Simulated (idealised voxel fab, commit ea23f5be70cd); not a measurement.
This section sets out a process module, namely voxel transistor to metal.
In the cross-section labelled cut, the width is 195 nm and each square cell is 5 nm.
Heads up, the way a cross-section reads in here is a grid of square cells, handed over as bands from the top down, with every band being one or more rows of cells. The band entry comprises the height of the band's top followed by the height of its bottom, expressed in nm, and subsequently the band's materials from left to right, each stated together with its width in nm. Where a single material is marked with the word "all across", that material fills the band from edge to edge. The word "air" represents empty space. Height datum 0, below which the as-received substrate wafer is one material. Lowest band open at the bottom, running downward: "0..down". Per-row width for "30..40": begins at first number (top row of band), ends at second number (bottom row), increment between rows held constant. "no modification" for a step: no cell of the cross-section changed in that step. The list in "Sealed cavities" covers empty spaces of 8 cells or more that cannot reach the top through any open way, and it gives each as width x height at distance; the distance is from the left edge, and width, height and distance are in nm. Whatever follows a step's settings on its line is a remark the simulator itself makes about that step. You can add "overlay nm" to a step's line. For a step with a mask, it describes how far the mask lay to the right of its planned position, and a negative number describes a lay to the left.

List of planned process steps:
- 1: RECEIVE [material Si]
- 2: CONFORMAL_DEP [material SiO2] [thk nm 5]
- 3: CONFORMAL_DEP [material SiN] [thk nm 15]
- 4: PATTERN [tone cover] [mask id ACTIVE] [material resist] [width nm 115] [thk nm 15] [overlay nm 0]
- 5: DIRECTIONAL_ETCH [etch materials SiN] [depth nm 15]
- 6: DIRECTIONAL_ETCH [etch materials SiO2] [depth nm 5]
- 7: DIRECTIONAL_ETCH [etch materials Si] [depth nm 35]
- 8: STRIP [etch materials resist]
- 9: OXIDIZE [depth nm 5]
- 10: FILL_DEP [material SiO2] [thk nm 5]
- 11: CMP [height nm 20]
- 12: SELECTIVE_ETCH [etch materials SiO2] [depth nm 10]
- 13: STRIP [etch materials SiN]
- 14: SELECTIVE_ETCH [etch materials SiO2] [depth nm 5]
- 15: OXIDIZE [depth nm 5]
- 16: DIRECTIONAL_DEP [material polySi] [thk nm 30]
- 17: DIRECTIONAL_DEP [material SiCN] [thk nm 15]
- 18: PATTERN [tone cover] [mask id GATE] [material resist] [width nm 35] [thk nm 15] [overlay nm 0]
- 19: DIRECTIONAL_ETCH [etch materials SiCN] [depth nm 25]
- 20: DIRECTIONAL_ETCH [etch materials polySi] [depth nm 40]
- 21: STRIP [etch materials resist]
- 22: CONFORMAL_DEP [material SiN] [thk nm 5]
- 23: DIRECTIONAL_ETCH [etch materials SiN] [depth nm 5]
- 24: DIRECTIONAL_ETCH [etch materials SiO2] [depth nm 5]
- 25: DIRECTIONAL_ETCH [etch materials Si] [depth nm 15]
- 26: EPI [material nSi] [thk nm 20]
- 27: FILL_DEP [material SiO2] [thk nm 5]
- 28: CMP [height nm 30]
- 29: STRIP [etch materials polySi]
- 30: SELECTIVE_ETCH [etch materials SiO2] [depth nm 5]
- 31: CONFORMAL_DEP [material HfO2] [thk nm 5]
- 32: CONFORMAL_DEP [material TiN] [thk nm 5]
- 33: FILL_DEP [material W] [thk nm 10]
- 34: CMP [height nm 25]
- 35: DIRECTIONAL_DEP [material SiO2] [thk nm 15]
- 36: DIRECTIONAL_DEP [material aC] [thk nm 15]
- 37: PATTERN [tone open] [mask id CONTACT] [material resist] [width nm 15] [pitch nm 90] [thk nm 35] [overlay nm 0]
- 38: DIRECTIONAL_ETCH [etch materials aC] [depth nm 15]
- 39: STRIP [etch materials resist]
- 40: DIRECTIONAL_ETCH [etch materials SiO2] [depth nm 40]
- 41: STRIP [etch materials aC]
- 42: CONFORMAL_DEP [material TiN] [thk nm 5]
- 43: FILL_DEP [material W] [thk nm 5]
- 44: CMP [height nm 40]
- 45: CONFORMAL_DEP [material SiCN] [thk nm 5]
- 46: DIRECTIONAL_DEP [material SiO2] [thk nm 20]
- 47: PATTERN [tone open] [mask id METAL_1] [material resist] [width nm 15] [pitch nm 90] [thk nm 20] [overlay nm 0]
- 48: DIRECTIONAL_ETCH [etch materials SiO2] [depth nm 20]
- 49: DIRECTIONAL_ETCH [etch materials SiCN] [depth nm 5]
- 50: STRIP [etch materials resist]
- 51: CONFORMAL_DEP [material TiN] [thk nm 5]
- 52: FILL_DEP [material Cu] [thk nm 10]
- 53: CMP [height nm 65]
- 54: EPI [material Ru] [thk nm 5]
- 55: FILL_DEP [material SiCN] [thk nm 5]
- 56: DIRECTIONAL_DEP [material SiO2] [thk nm 25]
- 57: PATTERN [tone open] [mask id METAL_2] [material resist] [width nm 15] [pitch nm 90] [thk nm 20] [overlay nm -15]
- 58: DIRECTIONAL_ETCH [etch materials SiO2] [depth nm 15]
- 59: STRIP [etch materials resist]
- 60: MASKED_ETCH [tone open] [mask id METAL_2_HOLES] [width nm 15] [pitch nm 90] [etch materials SiO2] [depth nm 10] [overlay nm 0]
- 61: MASKED_ETCH [tone open] [mask id METAL_2_HOLES] [width nm 15] [pitch nm 90] [etch materials SiCN] [depth nm 5] [overlay nm 0]
- 62: CONFORMAL_DEP [material TiN] [thk nm 5]
- 63: FILL_DEP [material Cu] [thk nm 10]
- 64: CMP [height nm 100]
- 65: CONFORMAL_DEP [material SiN] [thk nm 5]
What sets these wafers apart? The overlay nm at step 57. They all start alike, and the plan carries the first wafer's value.

Sectional view: first of several wafers, as received, after step 1:
  0..down: Si all across
  Sealed cavities: none

Below is a per-wafer table. In it, each row describes the wafer at the end of the module by giving, for each material, the number of cells gained (+) or lost (-) since the wafer was received, and after that the closed voids of the wafer:
overlay nm -15 | +18 Cu | +19 HfO2 | +10 Ru | -201 Si | +101 SiCN | +51 SiN | +638 SiO2 | +89 TiN | +20 W | +74 nSi | Sealed cavities: none
overlay nm -10 | +16 Cu | +19 HfO2 | +10 Ru | -201 Si | +99 SiCN | +51 SiN | +638 SiO2 | +93 TiN | +20 W | +74 nSi | Sealed cavities: none
overlay nm -5 | +14 Cu | +19 HfO2 | +10 Ru | -201 Si | +97 SiCN | +51 SiN | +638 SiO2 | +97 TiN | +20 W | +74 nSi | Sealed cavities: none
overlay nm 0 | +18 Cu | +19 HfO2 | +10 Ru | -201 Si | +95 SiCN | +51 SiN | +638 SiO2 | +95 TiN | +20 W | +74 nSi | Sealed cavities: none
overlay nm 5 | +14 Cu | +19 HfO2 | +10 Ru | -201 Si | +97 SiCN | +51 SiN | +638 SiO2 | +97 TiN | +20 W | +74 nSi | Sealed cavities: none
overlay nm 10 | +16 Cu | +19 HfO2 | +10 Ru | -201 Si | +99 SiCN | +51 SiN | +638 SiO2 | +93 TiN | +20 W | +74 nSi | Sealed cavities: none
overlay nm 15 | +18 Cu | +19 HfO2 | +10 Ru | -201 Si | +101 SiCN | +51 SiN | +638 SiO2 | +89 TiN | +20 W | +74 nSi | Sealed cavities: none
